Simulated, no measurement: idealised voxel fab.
voxel self aligned vias: a process module
260 nm wide, 5 nm square cells: that's cross-section cut.
Square cells in a grid make up a cross-section in this document, and the grid is given as bands, listed from the top down, each one or more rows of cells. Look at the band entry: it leads with the top's height and the bottom's height in nm. Then it lists the materials left to right, with a width in nm for each. The word "everywhere" on a single material says that material fills the band edge to edge. The word "air" is empty space. Counting heights begins at 0, where everything beneath is, in the wafer as received, one material. The lowest band has no bottom; it goes on downwards, as "from 0 down" shows. The expression "30 to 40" gives the width at the extremes of the band, the first number at its top row of cells and the second at its bottom row, with the width changing by equal amounts from each row to the next in between. "no modifications" -> step changed no cross-section cell. In "Voids, sealed" the enclosed voids are listed, meaning empty spaces of 8 cells or larger without any opening to the top. The form is width x height at distance, distance from the left edge, units nm. On each step's line, the part that comes after the settings is the simulator's own comment on the step. "overlay nm" on a masked step: distance the mask lay right of its planned place, negative for left.
plan
1) RECEIVE: material Si
2) CONFORMAL_DEP: material SiO2, thk nm 15
3) CONFORMAL_DEP: material SiCN, thk nm 5
4) DIRECTIONAL_DEP: material lowk, thk nm 25
5) DIRECTIONAL_DEP: material aC, thk nm 10
6) PATTERN: tone open, mask id LINES, material resist, width nm 30, pitch nm 65, thk nm 25, overlay nm 0
7) DIRECTIONAL_ETCH: etch materials aC, depth nm 10
8) STRIP: etch materials resist
9) DIRECTIONAL_ETCH: etch materials lowk, depth nm 25
10) STRIP: etch materials aC
11) CONFORMAL_DEP: material TiN, thk nm 5
12) FILL_DEP: material W, thk nm 5
13) CMP: height nm 45
14) SELECTIVE_ETCH: etch materials W Ru TiN, depth nm 10
15) FILL_DEP: material SiN, thk nm 10
16) CMP: height nm 45
17) DIRECTIONAL_DEP: material lowk, thk nm 15
18) PATTERN: tone open, mask id VIAS, material resist, width nm 50, pitch nm 65, thk nm 15, overlay nm 0
19) DIRECTIONAL_ETCH: etch materials lowk, depth nm 15
20) DIRECTIONAL_ETCH: etch materials SiN, depth nm 10
21) STRIP: etch materials resist
22) CONFORMAL_DEP: material TiN, thk nm 5
23) FILL_DEP: material Ru, thk nm 10
24) CMP: height nm 60
25) CONFORMAL_DEP: material SiCN, thk nm 5
The first of two wafers, run as planned
Cross-section, incoming material, after step 1
> from 0 down = Si everywhere
> Voids, sealed: none
Cross-section through the wafer, step 2 finished
> from 15 to 0 = SiO2 everywhere
> Below 0, no change.
Cross-section through the wafer, step 3 finished
> from 20 to 15 = SiCN everywhere
> Below 15, no change.
Cross-section through the wafer, step 4 finished
> from 45 to 20 = lowk everywhere
> Below 20, no change.
Cross-section through the wafer, step 5 finished
> from 55 to 45 = aC everywhere
> Below 45, no change.
Cross-section through the wafer, step 6 finished
> from 80 to 55 = resist 80 nm | air 30 nm | resist 35 nm | air 30 nm | resist 85 nm
> Below 55, no change.
Cross-section through the wafer, step 7 finished
> from 70 to 55 = resist 80 nm | air 30 nm | resist 35 nm | air 30 nm | resist 85 nm
> from 55 to 45 = aC 80 nm | air 30 nm | aC 35 nm | air 30 nm | aC 85 nm
> Below 45, no change.
Cross-section through the wafer, step 8 finished
> from 55 to 45 = aC 80 nm | air 30 nm | aC 35 nm | air 30 nm | aC 85 nm
> Below 45, no change.
Cross-section through the wafer, step 9 finished
> from 55 to 45 = aC 80 nm | air 30 nm | aC 35 nm | air 30 nm | aC 85 nm
> from 45 to 20 = lowk 80 nm | air 30 nm | lowk 35 nm | air 30 nm | lowk 85 nm
> Below 20, no change.
Cross-section through the wafer, step 10 finished
> from 45 to 20 = lowk 80 nm | air 30 nm | lowk 35 nm | air 30 nm | lowk 85 nm
> Below 20, no change.
Cross-section through the wafer, step 11 finished
> from 50 to 45 = TiN 85 nm | air 20 nm | TiN 45 nm | air 20 nm | TiN 90 nm
> from 45 to 25 = lowk 80 nm | TiN 5 nm | air 20 nm | TiN 5 nm | lowk 35 nm | TiN 5 nm | air 20 nm | TiN 5 nm | lowk 85 nm
> from 25 to 20 = lowk 80 nm | TiN 30 nm | lowk 35 nm | TiN 30 nm | lowk 85 nm
> Below 20, no change.
Cross-section through the wafer, step 12 finished
> from 55 to 50 = W everywhere
> from 50 to 45 = TiN 85 nm | W 20 nm | TiN 45 nm | W 20 nm | TiN 90 nm
> from 45 to 25 = lowk 80 nm | TiN 5 nm | W 20 nm | TiN 5 nm | lowk 35 nm | TiN 5 nm | W 20 nm | TiN 5 nm | lowk 85 nm
> Below 25, no change.
Cross-section through the wafer, step 13 finished
> from 45 to 25 = lowk 80 nm | TiN 5 nm | W 20 nm | TiN 5 nm | lowk 35 nm | TiN 5 nm | W 20 nm | TiN 5 nm | lowk 85 nm
> Below 25, no change.
Cross-section through the wafer, step 14 finished
> from 45 to 35 = lowk 80 nm | air 30 nm | lowk 35 nm | air 30 nm | lowk 85 nm
> Below 35, no change.
Cross-section through the wafer, step 15 finished
> from 55 to 45 = SiN everywhere
> from 45 to 35 = lowk 80 nm | SiN 30 nm | lowk 35 nm | SiN 30 nm | lowk 85 nm
> Below 35, no change.
Cross-section through the wafer, step 16 finished
> from 45 to 35 = lowk 80 nm | SiN 30 nm | lowk 35 nm | SiN 30 nm | lowk 85 nm
> Below 35, no change.
Cross-section through the wafer, step 17 finished
> from 60 to 45 = lowk everywhere
> Below 45, no change.
Cross-section through the wafer, step 18 finished
> from 75 to 60 = resist 70 nm | air 50 nm | resist 15 nm | air 50 nm | resist 75 nm
> Below 60, no change.
Cross-section through the wafer, step 19 finished
> from 75 to 60 = resist 70 nm | air 50 nm | resist 15 nm | air 50 nm | resist 75 nm
> from 60 to 45 = lowk 70 nm | air 50 nm | lowk 15 nm | air 50 nm | lowk 75 nm
> Below 45, no change.
Cross-section through the wafer, step 20 finished
> from 75 to 60 = resist 70 nm | air 50 nm | resist 15 nm | air 50 nm | resist 75 nm
> from 60 to 45 = lowk 70 nm | air 50 nm | lowk 15 nm | air 50 nm | lowk 75 nm
> from 45 to 35 = lowk 80 nm | air 30 nm | lowk 35 nm | air 30 nm | lowk 85 nm
> Below 35, no change.
Cross-section through the wafer, step 21 finished
> from 60 to 45 = lowk 70 nm | air 50 nm | lowk 15 nm | air 50 nm | lowk 75 nm
> Below 45, no change.
Cross-section through the wafer, step 22 finished
> from 65 to 60 = TiN 75 nm | air 40 nm | TiN 25 nm | air 40 nm | TiN 80 nm
> from 60 to 50 = lowk 70 nm | TiN 5 nm | air 40 nm | TiN 5 nm | lowk 15 nm | TiN 5 nm | air 40 nm | TiN 5 nm | lowk 75 nm
> from 50 to 40 = lowk 70 to 80 nm | TiN 15 to 5 nm | air 20 nm | TiN 15 to 5 nm | lowk 15 to 35 nm | TiN 15 to 5 nm | air 20 nm | TiN 15 to 5 nm | lowk 75 to 85 nm
> from 40 to 35 = lowk 80 nm | TiN 30 nm | lowk 35 nm | TiN 30 nm | lowk 85 nm
> Below 35, no change.
Cross-section through the wafer, step 23 finished
> from 75 to 65 = Ru everywhere
> from 65 to 60 = TiN 75 nm | Ru 40 nm | TiN 25 nm | Ru 40 nm | TiN 80 nm
> from 60 to 50 = lowk 70 nm | TiN 5 nm | Ru 40 nm | TiN 5 nm | lowk 15 nm | TiN 5 nm | Ru 40 nm | TiN 5 nm | lowk 75 nm
> from 50 to 40 = lowk 70 to 80 nm | TiN 15 to 5 nm | Ru 20 nm | TiN 15 to 5 nm | lowk 15 to 35 nm | TiN 15 to 5 nm | Ru 20 nm | TiN 15 to 5 nm | lowk 75 to 85 nm
> Below 40, no change.
Cross-section through the wafer, step 24 finished
> from 60 to 50 = lowk 70 nm | TiN 5 nm | Ru 40 nm | TiN 5 nm | lowk 15 nm | TiN 5 nm | Ru 40 nm | TiN 5 nm | lowk 75 nm
> Below 50, no change.
Cross-section through the wafer, step 25 finished
> from 65 to 60 = SiCN everywhere
> Below 60, no change.
Regarding the second of the two wafers: it shared the first wafer's starting condition and process plan, yet one error occurred during its execution. Its history coincides with that of the first wafer up to and including step 5
Cross-sectional representation of the second wafer at the time designated in the plan for the completion of step 6
> from 80 to 55 = resist 90 nm | air 30 nm | resist 35 nm | air 30 nm | resist 75 nm
> Below 55, no change.
Cross-sectional representation of the second wafer at the time designated in the plan for the completion of step 7
> from 70 to 55 = resist 90 nm | air 30 nm | resist 35 nm | air 30 nm | resist 75 nm
> from 55 to 45 = aC 90 nm | air 30 nm | aC 35 nm | air 30 nm | aC 75 nm
> Below 45, no change.
Cross-sectional representation of the second wafer at the time designated in the plan for the completion of step 8
> from 55 to 45 = aC 90 nm | air 30 nm | aC 35 nm | air 30 nm | aC 75 nm
> Below 45, no change.
Cross-sectional representation of the second wafer at the time designated in the plan for the completion of step 9
> from 55 to 45 = aC 90 nm | air 30 nm | aC 35 nm | air 30 nm | aC 75 nm
> from 45 to 20 = lowk 90 nm | air 30 nm | lowk 35 nm | air 30 nm | lowk 75 nm
> Below 20, no change.
Cross-sectional representation of the second wafer at the time designated in the plan for the completion of step 10
> from 45 to 20 = lowk 90 nm | air 30 nm | lowk 35 nm | air 30 nm | lowk 75 nm
> Below 20, no change.
Cross-sectional representation of the second wafer at the time designated in the plan for the completion of step 11
> from 50 to 45 = TiN 95 nm | air 20 nm | TiN 45 nm | air 20 nm | TiN 80 nm
> from 45 to 25 = lowk 90 nm | TiN 5 nm | air 20 nm | TiN 5 nm | lowk 35 nm | TiN 5 nm | air 20 nm | TiN 5 nm | lowk 75 nm
> from 25 to 20 = lowk 90 nm | TiN 30 nm | lowk 35 nm | TiN 30 nm | lowk 75 nm
> Below 20, no change.
Cross-sectional representation of the second wafer at the time designated in the plan for the completion of step 12
> from 55 to 50 = W everywhere
> from 50 to 45 = TiN 95 nm | W 20 nm | TiN 45 nm | W 20 nm | TiN 80 nm
> from 45 to 25 = lowk 90 nm | TiN 5 nm | W 20 nm | TiN 5 nm | lowk 35 nm | TiN 5 nm | W 20 nm | TiN 5 nm | lowk 75 nm
> Below 25, no change.
Cross-sectional representation of the second wafer at the time designated in the plan for the completion of step 13
> from 45 to 25 = lowk 90 nm | TiN 5 nm | W 20 nm | TiN 5 nm | lowk 35 nm | TiN 5 nm | W 20 nm | TiN 5 nm | lowk 75 nm
> Below 25, no change.
Cross-sectional representation of the second wafer at the time designated in the plan for the completion of step 14
> from 45 to 35 = lowk 90 nm | air 30 nm | lowk 35 nm | air 30 nm | lowk 75 nm
> Below 35, no change.
Cross-sectional representation of the second wafer at the time designated in the plan for the completion of step 15
> from 55 to 45 = SiN everywhere
> from 45 to 35 = lowk 90 nm | SiN 30 nm | lowk 35 nm | SiN 30 nm | lowk 75 nm
> Below 35, no change.
Cross-sectional representation of the second wafer at the time designated in the plan for the completion of step 16
> from 45 to 35 = lowk 90 nm | SiN 30 nm | lowk 35 nm | SiN 30 nm | lowk 75 nm
> Below 35, no change.
Cross-sectional representation of the second wafer at the time designated in the plan for the completion of step 17
> from 60 to 45 = lowk everywhere
> Below 45, no change.
Cross-sectional representation of the second wafer at the time designated in the plan for the completion of step 18
> from 75 to 60 = resist 70 nm | air 50 nm | resist 15 nm | air 50 nm | resist 75 nm
> Below 60, no change.
Cross-sectional representation of the second wafer at the time designated in the plan for the completion of step 19
> from 75 to 60 = resist 70 nm | air 50 nm | resist 15 nm | air 50 nm | resist 75 nm
> from 60 to 45 = lowk 70 nm | air 50 nm | lowk 15 nm | air 50 nm | lowk 75 nm
> Below 45, no change.
Cross-sectional representation of the second wafer at the time designated in the plan for the completion of step 20
> from 75 to 60 = resist 70 nm | air 50 nm | resist 15 nm | air 50 nm | resist 75 nm
> from 60 to 45 = lowk 70 nm | air 50 nm | lowk 15 nm | air 50 nm | lowk 75 nm
> from 45 to 35 = lowk 90 nm | air 30 nm | lowk 35 nm | air 30 nm | lowk 75 nm
> Below 35, no change.
Cross-sectional representation of the second wafer at the time designated in the plan for the completion of step 21
> from 60 to 45 = lowk 70 nm | air 50 nm | lowk 15 nm | air 50 nm | lowk 75 nm
> Below 45, no change.
Cross-sectional representation of the second wafer at the time designated in the plan for the completion of step 22
> from 65 to 60 = TiN 75 nm | air 40 nm | TiN 25 nm | air 40 nm | TiN 80 nm
> from 60 to 50 = lowk 70 nm | TiN 5 nm | air 40 nm | TiN 5 nm | lowk 15 nm | TiN 5 nm | air 40 nm | TiN 5 nm | lowk 75 nm
> from 50 to 40 = lowk 70 to 90 nm | TiN 25 to 5 nm | air 20 nm | TiN 5 nm | lowk 15 to 35 nm | TiN 25 to 5 nm | air 20 nm | TiN 5 nm | lowk 75 nm
> from 40 to 35 = lowk 90 nm | TiN 30 nm | lowk 35 nm | TiN 30 nm | lowk 75 nm
> Below 35, no change.
Cross-sectional representation of the second wafer at the time designated in the plan for the completion of step 23
> from 75 to 65 = Ru everywhere
> from 65 to 60 = TiN 75 nm | Ru 40 nm | TiN 25 nm | Ru 40 nm | TiN 80 nm
> from 60 to 50 = lowk 70 nm | TiN 5 nm | Ru 40 nm | TiN 5 nm | lowk 15 nm | TiN 5 nm | Ru 40 nm | TiN 5 nm | lowk 75 nm
> from 50 to 40 = lowk 70 to 90 nm | TiN 25 to 5 nm | Ru 20 nm | TiN 5 nm | lowk 15 to 35 nm | TiN 25 to 5 nm | Ru 20 nm | TiN 5 nm | lowk 75 nm
> Below 40, no change.
Cross-sectional representation of the second wafer at the time designated in the plan for the completion of step 24
> from 60 to 50 = lowk 70 nm | TiN 5 nm | Ru 40 nm | TiN 5 nm | lowk 15 nm | TiN 5 nm | Ru 40 nm | TiN 5 nm | lowk 75 nm
> Below 50, no change.
Cross-sectional representation of the second wafer at the time designated in the plan for the completion of step 25
> from 65 to 60 = SiCN everywhere
> Below 60, no change.
So what did we get wrong on this run? step 6 changed vs plan, executed as PATTERN: tone open, mask id LINES, material resist, width nm 30, pitch nm 65, thk nm 25, overlay nm 10
At the end, the second wafer has the same number of cells of each material as the first, but those cells sit in other places.
